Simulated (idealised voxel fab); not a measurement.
Module name: voxel gate over fins (process module)
Pictured: cross-section cut, 180 nm wide, on a grid of 5 nm square cells.
In what follows, cross-sections appear as grids of square cells, described through bands that run from the top down, where every band is one or more rows of cells. In this notation a band is specified by the heights of its top and bottom, in that order and in nm, after which its materials appear from left to right, each paired with its width in nm. The word "full width" attached to a single material means that material fills the band from edge to edge; the word "empty" stands for empty space. Heads up on the height convention: 0 is the point under which the incoming wafer is all one material, and the lowest band has no bottom, it just keeps going down, like "0 and below". The expression "30->40" gives the width at the extremes of the band, the first number at its top row of cells and the second at its bottom row, with the width changing by equal amounts from each row to the next in between. Basically "remained unchanged" means that step didn't change any cell in the cross-section. In "Closed void list" the enclosed voids are listed, meaning empty spaces of 8 cells or larger without any opening to the top. The form is width x height at distance, distance from the left edge, units nm. Past the settings on a step's line: simulator remark, on that step. Regarding "overlay nm": on a step with a mask, it is the distance the mask lay to the right of its planned place; a negative value places it to the left.

## The steps planned for the process are as follows
1: RECEIVE: material Si
2: CONFORMAL_DEP: material SiN, thk nm 5
3: MASKED_ETCH: tone cover, mask id FINS, width nm 15, pitch nm 55, etch materials SiN, depth nm 5, overlay nm 0
4: MASKED_ETCH: tone cover, mask id FINS, width nm 15, pitch nm 55, etch materials Si, depth nm 25, overlay nm 0
5: FILL_DEP: material SiO2, thk nm 15
6: CMP: height nm 5
7: MASKED_ETCH: tone open, mask id RAIL, width nm 15, etch materials SiO2, depth nm 35, overlay nm 0
8: CONFORMAL_DEP: material TiN, thk nm 5
9: FILL_DEP: material Ru, thk nm 5
10: CMP: height nm 5
11: SELECTIVE_ETCH: etch materials W Ru TiN, depth nm 20
12: FILL_DEP: material SiO2, thk nm 5
13: CMP: height nm 5
14: SELECTIVE_ETCH: etch materials SiO2, depth nm 15
15: STRIP: etch materials SiN
16: CONFORMAL_DEP: material HfO2, thk nm 5
17: CONFORMAL_DEP: material TiN, thk nm 5
18: FILL_DEP: material W, thk nm 10
19: CMP: height nm 15
20: CONFORMAL_DEP: material SiCN, thk nm 10
The plan's step 4 depth nm is the first wafer's value; the wafers differ in this setting and start identical.

## first wafer as received, after step 1
    0 and below: Si full width
    Closed void list: none

## Per wafer, end of module: cells gained (+) or lost (-) per material since receipt, then closed voids
depth nm 25, +48 HfO2, +1 Ru, -135 Si, +72 SiCN, +75 SiO2, +53 TiN, +66 W, Closed void list: none
depth nm 30, +48 HfO2, +2 Ru, -162 Si, +72 SiCN, +99 SiO2, +55 TiN, +66 W, Closed void list: none
depth nm 35, +48 HfO2, +2 Ru, -189 Si, +72 SiCN, +126 SiO2, +55 TiN, +66 W, Closed void list: none
depth nm 40, +48 HfO2, +2 Ru, -216 Si, +72 SiCN, +153 SiO2, +55 TiN, +66 W, Closed void list: none
depth nm 45, +48 HfO2, +2 Ru, -243 Si, +72 SiCN, +180 SiO2, +55 TiN, +66 W, Closed void list: none
depth nm 50, +48 HfO2, +2 Ru, -270 Si, +72 SiCN, +207 SiO2, +55 TiN, +66 W, Closed void list: none
